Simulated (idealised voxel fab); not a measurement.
The process module presented herein is designated voxel trench capacitor.
This is section cut - it's 190 nm across, gridded in 5 nm square cells.
If you're reading a cross-section in this doc, picture square cells in a grid; it comes to you as bands, top ones listed first down to the bottom, and a band can be one or more rows of cells. Band: top and bottom heights (nm) first, top before bottom; then materials from left to right, widths in nm. "throughout" marks a sole material filling the band edge to edge. "empty" denotes empty space. Height reference: 0 = level under which incoming wafer is all one material. Lowest band: no bottom, runs on downward, e.g. "0 and below". Read "30->40" as a graded width: first number on top, second number at the bottom, same change between each pair of neighbouring rows. The cross-section has no changed cell in any step marked "nothing altered". Heads up: "Trapped voids" only lists the empty pockets with no open path to the top that are 8 cells or more, and it writes them as width x height at distance, distance from the left edge, in nm. Anything after a step's settings on that line? It's the simulator's own note about the step. A step line may carry the setting "overlay nm", which, for steps involving a mask, states the distance by which the mask lay to the right of its intended position; negative values denote displacement to the left.

# The following list gives the planned process steps
- 1: op RECEIVE | material Si
- 2: op CONFORMAL_DEP | material SiN | thk nm 5
- 3: op PATTERN | tone open | mask id TRENCH | material resist | width nm 25 | pitch nm 55 | thk nm 20 | overlay nm 0
- 4: op DIRECTIONAL_ETCH | etch materials SiN | depth nm 5
- 5: op DIRECTIONAL_ETCH | etch materials Si | depth nm 35
- 6: op STRIP | etch materials resist
- 7: op CONFORMAL_DEP | material HfO2 | thk nm 5
- 8: op CONFORMAL_DEP | material TiN | thk nm 5
- 9: op FILL_DEP | material W | thk nm 5
- 10: op CMP | height nm 5

# First of two wafers, with the run carried out as planned

# Cross-section of the wafer as it came to us, i.e., already through step 1
	0 and below | Si throughout
	Trapped voids: none

# Cross-section of the wafer after step 2
	5 down to 0 | SiN throughout
	Under 0: no change, same as before.

# Cross-section of the wafer after step 3
	25 down to 5 | 55 of resist | 25 of empty | 30 of resist | 25 of empty | 55 of resist
	Under 5: no change, same as before.

# Cross-section of the wafer after step 4
	25 down to 5 | 55 of resist | 25 of empty | 30 of resist | 25 of empty | 55 of resist
	5 down to 0 | 55 of SiN | 25 of empty | 30 of SiN | 25 of empty | 55 of SiN
	Under 0: no change, same as before.

# Cross-section of the wafer after step 5
	25 down to 5 | 55 of resist | 25 of empty | 30 of resist | 25 of empty | 55 of resist
	5 down to 0 | 55 of SiN | 25 of empty | 30 of SiN | 25 of empty | 55 of SiN
	0 down to -35 | 55 of Si | 25 of empty | 30 of Si | 25 of empty | 55 of Si
	Under -35: no change, same as before.

# Cross-section of the wafer after step 6
	5 down to 0 | 55 of SiN | 25 of empty | 30 of SiN | 25 of empty | 55 of SiN
	Under 0: no change, same as before.

# Cross-section of the wafer after step 7
	10 down to 5 | 60 of HfO2 | 15 of empty | 40 of HfO2 | 15 of empty | 60 of HfO2
	5 down to 0 | 55 of SiN | 5 of HfO2 | 15 of empty | 5 of HfO2 | 30 of SiN | 5 of HfO2 | 15 of empty | 5 of HfO2 | 55 of SiN
	0 down to -30 | 55 of Si | 5 of HfO2 | 15 of empty | 5 of HfO2 | 30 of Si | 5 of HfO2 | 15 of empty | 5 of HfO2 | 55 of Si
	-30 down to -35 | 55 of Si | 25 of HfO2 | 30 of Si | 25 of HfO2 | 55 of Si
	Under -35: no change, same as before.

# Cross-section of the wafer after step 8
	15 down to 10 | 65 of TiN | 5 of empty | 50 of TiN | 5 of empty | 65 of TiN
	10 down to 5 | 60 of HfO2 | 5 of TiN | 5 of empty | 5 of TiN | 40 of HfO2 | 5 of TiN | 5 of empty | 5 of TiN | 60 of HfO2
	5 down to 0 | 55 of SiN | 5 of HfO2 | 5 of TiN | 5 of empty | 5 of TiN | 5 of HfO2 | 30 of SiN | 5 of HfO2 | 5 of TiN | 5 of empty | 5 of TiN | 5 of HfO2 | 55 of SiN
	0 down to -25 | 55 of Si | 5 of HfO2 | 5 of TiN | 5 of empty | 5 of TiN | 5 of HfO2 | 30 of Si | 5 of HfO2 | 5 of TiN | 5 of empty | 5 of TiN | 5 of HfO2 | 55 of Si
	-25 down to -30 | 55 of Si | 5 of HfO2 | 15 of TiN | 5 of HfO2 | 30 of Si | 5 of HfO2 | 15 of TiN | 5 of HfO2 | 55 of Si
	Under -30: no change, same as before.

# Cross-section of the wafer after step 9
	20 down to 15 | W throughout
	15 down to 10 | 65 of TiN | 5 of W | 50 of TiN | 5 of W | 65 of TiN
	10 down to 5 | 60 of HfO2 | 5 of TiN | 5 of W | 5 of TiN | 40 of HfO2 | 5 of TiN | 5 of W | 5 of TiN | 60 of HfO2
	5 down to 0 | 55 of SiN | 5 of HfO2 | 5 of TiN | 5 of W | 5 of TiN | 5 of HfO2 | 30 of SiN | 5 of HfO2 | 5 of TiN | 5 of W | 5 of TiN | 5 of HfO2 | 55 of SiN
	0 down to -25 | 55 of Si | 5 of HfO2 | 5 of TiN | 5 of W | 5 of TiN | 5 of HfO2 | 30 of Si | 5 of HfO2 | 5 of TiN | 5 of W | 5 of TiN | 5 of HfO2 | 55 of Si
	Under -25: no change, same as before.

# Cross-section of the wafer after step 10
	5 down to 0 | 55 of SiN | 5 of HfO2 | 5 of TiN | 5 of W | 5 of TiN | 5 of HfO2 | 30 of SiN | 5 of HfO2 | 5 of TiN | 5 of W | 5 of TiN | 5 of HfO2 | 55 of SiN
	Under 0: no change, same as before.

# Now the other wafer: same start, same recipe, but we messed up one thing when running it. Up to and including step 6 it's the same as the first one

# Second wafer, sectioned view, at step 7's planned end time
	10 down to 5 | 60 of W | 15 of empty | 40 of W | 15 of empty | 60 of W
	5 down to 0 | 55 of SiN | 5 of W | 15 of empty | 5 of W | 30 of SiN | 5 of W | 15 of empty | 5 of W | 55 of SiN
	0 down to -30 | 55 of Si | 5 of W | 15 of empty | 5 of W | 30 of Si | 5 of W | 15 of empty | 5 of W | 55 of Si
	-30 down to -35 | 55 of Si | 25 of W | 30 of Si | 25 of W | 55 of Si
	Under -35: no change, same as before.

# Second wafer, sectioned view, at step 8's planned end time
	15 down to 10 | 65 of TiN | 5 of empty | 50 of TiN | 5 of empty | 65 of TiN
	10 down to 5 | 60 of W | 5 of TiN | 5 of empty | 5 of TiN | 40 of W | 5 of TiN | 5 of empty | 5 of TiN | 60 of W
	5 down to 0 | 55 of SiN | 5 of W | 5 of TiN | 5 of empty | 5 of TiN | 5 of W | 30 of SiN | 5 of W | 5 of TiN | 5 of empty | 5 of TiN | 5 of W | 55 of SiN
	0 down to -25 | 55 of Si | 5 of W | 5 of TiN | 5 of empty | 5 of TiN | 5 of W | 30 of Si | 5 of W | 5 of TiN | 5 of empty | 5 of TiN | 5 of W | 55 of Si
	-25 down to -30 | 55 of Si | 5 of W | 15 of TiN | 5 of W | 30 of Si | 5 of W | 15 of TiN | 5 of W | 55 of Si
	Under -30: no change, same as before.

# Second wafer, sectioned view, at step 9's planned end time
	20 down to 15 | W throughout
	15 down to 10 | 65 of TiN | 5 of W | 50 of TiN | 5 of W | 65 of TiN
	10 down to 5 | 60 of W | 5 of TiN | 5 of W | 5 of TiN | 40 of W | 5 of TiN | 5 of W | 5 of TiN | 60 of W
	5 down to 0 | 55 of SiN | 5 of W | 5 of TiN | 5 of W | 5 of TiN | 5 of W | 30 of SiN | 5 of W | 5 of TiN | 5 of W | 5 of TiN | 5 of W | 55 of SiN
	0 down to -25 | 55 of Si | 5 of W | 5 of TiN | 5 of W | 5 of TiN | 5 of W | 30 of Si | 5 of W | 5 of TiN | 5 of W | 5 of TiN | 5 of W | 55 of Si
	Under -25: no change, same as before.

# Second wafer, sectioned view, at step 10's planned end time
	5 down to 0 | 55 of SiN | 5 of W | 5 of TiN | 5 of W | 5 of TiN | 5 of W | 30 of SiN | 5 of W | 5 of TiN | 5 of W | 5 of TiN | 5 of W | 55 of SiN
	Under 0: no change, same as before.
what went wrong: contrary to plan, step 7 was performed as op CONFORMAL_DEP | material W | thk nm 5
Final comparison by cell count, materials where the second wafer has more or fewer than the first: 38 fewer of HfO2 | 38 more of W
